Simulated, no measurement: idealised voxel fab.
The following is a process module called voxel local oxidation.
The width of the displayed cross-section, cut, is 260 nm; its cells are square, with a size of 5 nm.
A cross-section is written here as square cells arranged in a grid, and it is given in bands from the top down, each band taking up one or more rows of cells.
It is stipulated that each band's entry specify, in nanometres, the height of the top of the band and then that of its bottom, followed by the materials of the band in left-to-right sequence, each together with its width in nanometres. A single material marked by the word "everywhere" is understood to fill the band from edge to edge; the word "empty" is understood to denote empty space.
A quick word on heights: they are counted from 0, and under that level the wafer as it came to us is one material throughout. The lowest band is different from the rest in having no bottom; it simply continues downward, written as in "top 0, no bottom".
Read "30..40" as a graded width: first number on top, second number at the bottom, same change between each pair of neighbouring rows.
What does "no change" mean for a step? It means no cell of the cross-section changed in that step.
Under "Enclosed empty spaces" you'll find the enclosed gaps, the ones with no way out to the top, that are 8 cells or bigger; each reads width x height at distance, with distance counted from the left edge, everything in nm.
Text after the settings on a step's line: the simulator's own remark on that step.
For masked steps, "overlay nm" on the step line gives how far right of plan the mask actually lay; a minus sign means it lay to the left.
Process steps - plan
1) RECEIVE with material Si
2) OXIDIZE with depth nm 5
3) CONFORMAL_DEP with material SiN, thk nm 15
4) PATTERN with tone cover, mask id ACTIVE, material resist, width nm 100, pitch nm 125, thk nm 20, overlay nm 0
5) DIRECTIONAL_ETCH with etch materials SiN, depth nm 15
6) STRIP with etch materials resist
7) SELECTIVE_ETCH with etch materials SiO2, depth nm 5
8) OXIDIZE with depth nm 15
9) STRIP with etch materials SiN
The cross-section here shows the wafer as received, i.e. in its state after step 1
	top 0, no bottom | Si everywhere
	Enclosed empty spaces: none
Wafer cross-section at module end: first of two, run to plan
	top 0, bottom -5 | empty=20 / SiO2=90 / empty=35 / SiO2=90 / empty=25
	top -5, bottom -20 | SiO2=35 / Si=60 / SiO2=65 / Si=60 / SiO2=40
	top -20, no bottom | Si everywhere
	Enclosed empty spaces: none
Cross-sectional view of the second of two wafers upon completion of the module. This wafer shared its starting condition and process plan with the first; one error was made during its execution
	top 15, bottom 0 | empty=15 / SiN=100 / empty=25 / SiN=100 / empty=20
	top 0, bottom -5 | empty=20 / SiO2=90 / empty=35 / SiO2=90 / empty=25
	top -5, bottom -20 | SiO2=35 / Si=60 / SiO2=65 / Si=60 / SiO2=40
	top -20, no bottom | Si everywhere
	Enclosed empty spaces: none
Diagnosis: step 9 was dropped from the plan's execution and never run
End check, counted in cells, second wafer has more or fewer of these materials than the first: SiN +120
